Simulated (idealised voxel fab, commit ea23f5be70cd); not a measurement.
process module | voxel ribs on slabs
cross-section cut | 240 nm wide | cells 5 nm
A cross-section is a grid of square cells, given in bands from the top down. A band is one or more rows of cells.
Each band's line starts with the height of the band's top and of its bottom, in nm. Then come its materials from left to right, each with its width in nm. One material with "throughout" fills the band from edge to edge. "air" is empty space.
Height 0 is the level under which the wafer as received is all one material. The lowest band goes on downwards, as in "0 down".
A width such as "30 to 40" changes by the same amount from each row of cells to the next, from the band's top row to its bottom row.
"no change" after a step means that no cell of the cross-section changed.
closed voids: empty space of 8 cells or more with no open way to the top, each as width x height at its distance from the left edge, in nm
after a step's settings: what the simulator itself notes on the step
overlay nm, on a step with a mask: how far to the right of its planned place the mask lay; to the left if negative
plan
1 op RECEIVE | material Si
2 op DIRECTIONAL_DEP | material SiO2 | thk nm 25
3 op DIRECTIONAL_DEP | material polySi | thk nm 20
4 op PATTERN | tone cover | mask id RIB | material resist | width nm 25 | thk nm 15 | overlay nm 0
5 op DIRECTIONAL_ETCH | etch materials polySi | depth nm 5
6 op STRIP | etch materials resist
7 op PATTERN | tone cover | mask id SLAB | material resist | width nm 75 | thk nm 20 | overlay nm 0
8 op DIRECTIONAL_ETCH | etch materials polySi | depth nm 15
9 op STRIP | etch materials resist
10 op FILL_DEP | material SiO2 | thk nm 25
11 op CMP | height nm 65
12 op DIRECTIONAL_DEP | material TiN | thk nm 10
13 op MASKED_ETCH | tone cover | mask id HEATER | width nm 35 | etch materials TiN | depth nm 10 | overlay nm 0
14 op CONFORMAL_DEP | material SiO2 | thk nm 5
as received, after step 1
  0 down: Si throughout
  closed voids: none
first wafer at the end, as planned
  80 to 75: air 95 | SiO2 45 | air 100
  75 to 70: air 95 | SiO2 5 | TiN 35 | SiO2 5 | air 100
  70 to 65: SiO2 100 | TiN 35 | SiO2 105
  65 to 45: SiO2 throughout
  45 to 40: SiO2 105 | polySi 25 | SiO2 110
  40 to 25: SiO2 80 | polySi 75 | SiO2 85
  25 to 0: SiO2 throughout
  0 down: Si throughout
  closed voids: none
second wafer at the end: like start, like plan, one mistake
  80 to 75: air 95 | SiO2 45 | air 100
  75 to 70: air 95 | SiO2 5 | TiN 35 | SiO2 5 | air 100
  70 to 65: SiO2 100 | TiN 35 | SiO2 105
  65 to 60: SiO2 105 | polySi 25 | SiO2 110
  60 to 45: SiO2 80 | polySi 75 | SiO2 85
  45 to 25: polySi throughout
  25 to 0: SiO2 throughout
  0 down: Si throughout
  closed voids: none
what went wrong: step 3 was run twice
at the end the second wafer has, in cells: 192 fewer of SiO2 | 192 more of polySi
